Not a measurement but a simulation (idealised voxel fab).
Process module under the name voxel released beams
The width of the displayed cross-section, cut, is 195 nm; its cells are square, with a size of 5 nm.
In what follows, cross-sections appear as grids of square cells, described through bands that run from the top down, where every band is one or more rows of cells. Read a band's entry like this: the first values are the height of its top and the height of its bottom in nm, and what follows is the sequence of materials from left to right, each with its width in nm. Note that "blank" is empty space, and that a single material marked "all across" reaches across the band from edge to edge. It should be noted that heights are counted from 0, beneath which the wafer as supplied is of one material throughout, and that the lowest band possesses no lower boundary but continues downward, as written in "0 -> down". A width such as "30 to 40" changes by the same amount from each row of cells to the next, from the band's top row to its bottom row. Where the words "remained unchanged" appear for a step, the cross-section shows no cell changed by that step; every cell remained as before. Each empty space that has no open way to the top and spans at least 8 cells appears under "Voids, sealed" as width x height at distance, the distance counted from the left edge, all in nm. On a step's line, text after the settings is the simulator commenting on that step. On any step carrying a mask, the "overlay nm" setting, if present on the step's line, tells how far right of its planned place the mask lay; negative values point to the left.

### Intended process steps
| 1 | RECEIVE (material Si) |
| 2 | CONFORMAL_DEP (material SiN; thk nm 10) |
| 3 | DIRECTIONAL_DEP (material SiO2; thk nm 20) |
| 4 | MASKED_ETCH (tone open; mask id ANCHOR; width nm 45; etch materials SiO2; depth nm 20; overlay nm 0) |
| 5 | CONFORMAL_DEP (material TiN; thk nm 15) |
| 6 | PATTERN (tone cover; mask id BEAM; material resist; width nm 125; thk nm 15; overlay nm 0) |
| 7 | DIRECTIONAL_ETCH (etch materials TiN; depth nm 15) |
| 8 | STRIP (etch materials resist) |
| 9 | STRIP (etch materials SiO2) |

### First of two wafers, processed according to plan

### Here's what the wafer looked like in cross-section when it arrived - that's after step 1
0 -> down = Si all across
Voids, sealed: none

### So this is the wafer cross-section right after step 2
10 -> 0 = SiN all across
Whatever lies below 0 is exactly as it was before.

### So this is the wafer cross-section right after step 3
30 -> 10 = SiO2 all across
Whatever lies below 10 is exactly as it was before.

### So this is the wafer cross-section right after step 4
30 -> 10 = SiO2 (35), then blank (45), then SiO2 (115)
Whatever lies below 10 is exactly as it was before.

### So this is the wafer cross-section right after step 5
45 -> 30 = TiN (50), then blank (15), then TiN (130)
30 -> 25 = SiO2 (35), then TiN (15), then blank (15), then TiN (15), then SiO2 (115)
25 -> 10 = SiO2 (35), then TiN (45), then SiO2 (115)
Whatever lies below 10 is exactly as it was before.

### So this is the wafer cross-section right after step 6
60 -> 45 = blank (30), then resist (125), then blank (40)
45 -> 30 = TiN (50), then resist (15), then TiN (130)
30 -> 25 = SiO2 (35), then TiN (15), then resist (15), then TiN (15), then SiO2 (115)
Whatever lies below 25 is exactly as it was before.

### So this is the wafer cross-section right after step 7
60 -> 45 = blank (30), then resist (125), then blank (40)
45 -> 30 = blank (30), then TiN (20), then resist (15), then TiN (90), then blank (40)
Whatever lies below 30 is exactly as it was before.

### So this is the wafer cross-section right after step 8
45 -> 30 = blank (30), then TiN (20), then blank (15), then TiN (90), then blank (40)
30 -> 25 = SiO2 (35), then TiN (15), then blank (15), then TiN (15), then SiO2 (115)
Whatever lies below 25 is exactly as it was before.

### So this is the wafer cross-section right after step 9
45 -> 30 = blank (30), then TiN (20), then blank (15), then TiN (90), then blank (40)
30 -> 25 = blank (35), then TiN (15), then blank (15), then TiN (15), then blank (115)
25 -> 10 = blank (35), then TiN (45), then blank (115)
Whatever lies below 10 is exactly as it was before.

### The second wafer: identical to the first at the outset and in its planned sequence, differing only in that one mistake was made during processing; up to and including step 3, its path is the first wafer's path

### Second wafer, section view, time point: scheduled end of step 4
30 -> 10 = blank (35), then SiO2 (45), then blank (115)
Whatever lies below 10 is exactly as it was before.

### Second wafer, section view, time point: scheduled end of step 5
45 -> 30 = blank (20), then TiN (75), then blank (100)
30 -> 25 = blank (20), then TiN (15), then SiO2 (45), then TiN (15), then blank (100)
25 -> 10 = TiN (35), then SiO2 (45), then TiN (115)
Whatever lies below 10 is exactly as it was before.

### Second wafer, section view, time point: scheduled end of step 6
60 -> 45 = blank (30), then resist (125), then blank (40)
45 -> 30 = blank (20), then TiN (75), then resist (60), then blank (40)
30 -> 25 = blank (20), then TiN (15), then SiO2 (45), then TiN (15), then resist (60), then blank (40)
Whatever lies below 25 is exactly as it was before.

### Second wafer, section view, time point: scheduled end of step 7
60 -> 45 = blank (30), then resist (125), then blank (40)
45 -> 30 = blank (30), then TiN (65), then resist (60), then blank (40)
30 -> 25 = blank (20), then TiN (15), then SiO2 (45), then TiN (15), then resist (60), then blank (40)
25 -> 10 = blank (20), then TiN (15), then SiO2 (45), then TiN (75), then blank (40)
Whatever lies below 10 is exactly as it was before.

### Second wafer, section view, time point: scheduled end of step 8
45 -> 30 = blank (30), then TiN (65), then blank (100)
30 -> 25 = blank (20), then TiN (15), then SiO2 (45), then TiN (15), then blank (100)
Whatever lies below 25 is exactly as it was before.

Second wafer, section view, time point: scheduled end of step 9: remained unchanged
what went wrong: note that step 4 departed from the planned setting and was carried out as MASKED_ETCH (tone cover; mask id ANCHOR; width nm 45; etch materials SiO2; depth nm 20; overlay nm 0)
Looking at both finished wafers in cells, the second ends up ahead of or behind the first on some materials: SiO2: 36 more
